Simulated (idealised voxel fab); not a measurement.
The following is a process module called voxel spacer lines.
Xsec cut, 230 nm wide, square cell size 5 nm.
The cross-sections in this document take the form of a grid made of square cells. They are written out as bands, in order from top to bottom. Each band consists of one or more rows of cells. The band entry comprises the height of the band's top followed by the height of its bottom, expressed in nm, and subsequently the band's materials from left to right, each stated together with its width in nm. Where a single material is marked with the word "edge to edge", that material fills the band from edge to edge. The word "blank" represents empty space. Height is counted from the level 0, under which the received wafer is composed throughout of one material. The lowest of the bands is not closed at the bottom but continues downward, in the notation "z 0 and below". A width given as "30->40" starts at the first number in the band's top row and ends at the second number in its bottom row, shifting by an equal amount at every step from row to row. "nothing changed" -> step changed no cross-section cell. Entry "Closed void catalog" = empty spaces >= 8 cells with no open way to the top; each as width x height at distance, distance from left edge, all nm. after a step's settings: what the simulator itself notes on the step. "overlay nm" denotes, for a step that has a mask, the displacement of the mask to the right of its planned place, with negative values corresponding to the left.

**Process steps foreseen in the plan**
- 1: RECEIVE with material Si
- 2: CONFORMAL_DEP with material Al2O3, thk nm 5
- 3: DIRECTIONAL_DEP with material SiN, thk nm 20
- 4: DIRECTIONAL_DEP with material aC, thk nm 20
- 5: PATTERN with tone cover, mask id MANDREL, material resist, width nm 15, pitch nm 50, thk nm 25, overlay nm 0
- 6: DIRECTIONAL_ETCH with etch materials aC, depth nm 20
- 7: STRIP with etch materials resist
- 8: CONFORMAL_DEP with material SiO2, thk nm 10
- 9: DIRECTIONAL_ETCH with etch materials SiO2, depth nm 10
- 10: STRIP with etch materials aC
- 11: DIRECTIONAL_ETCH with etch materials SiN, depth nm 20
- 12: STRIP with etch materials SiO2
- 13: FILL_DEP with material lowk, thk nm 10
- 14: CMP with height nm 25

**Cross-sectional view of the wafer in its as-received condition, corresponding to the state after step 1**
	z 0 and below: Si edge to edge
	Closed void catalog: none

**Cross-sectional image of the first of two wafers at the end of the module, the run having proceeded as planned**
	z 25 to 5: lowk=45 | SiN=10 | lowk=15 | SiN=10 | lowk=15 | SiN=10 | lowk=15 | SiN=10 | lowk=15 | SiN=10 | lowk=15 | SiN=10 | lowk=50
	z 5 to 0: Al2O3 edge to edge
	z 0 and below: Si edge to edge
	Closed void catalog: none

**Here is the second of the two wafers cut open at the end of the module - same start, same plan as the first one, but we made one mistake running it**
	z 25 to 5: lowk=40 | SiN=10 | lowk=15 | SiN=10 | lowk=15 | SiN=10 | lowk=15 | SiN=10 | lowk=15 | SiN=10 | lowk=15 | SiN=10 | lowk=55
	z 5 to 0: Al2O3 edge to edge
	z 0 and below: Si edge to edge
	Closed void catalog: none
Error vs. plan: in deviation from the planned setting, step 5 was conducted as PATTERN with tone cover, mask id MANDREL, material resist, width nm 15, pitch nm 50, thk nm 25, overlay nm -5
At the close, every material occupies the same number of cells on the second wafer as on the first, only in different positions.
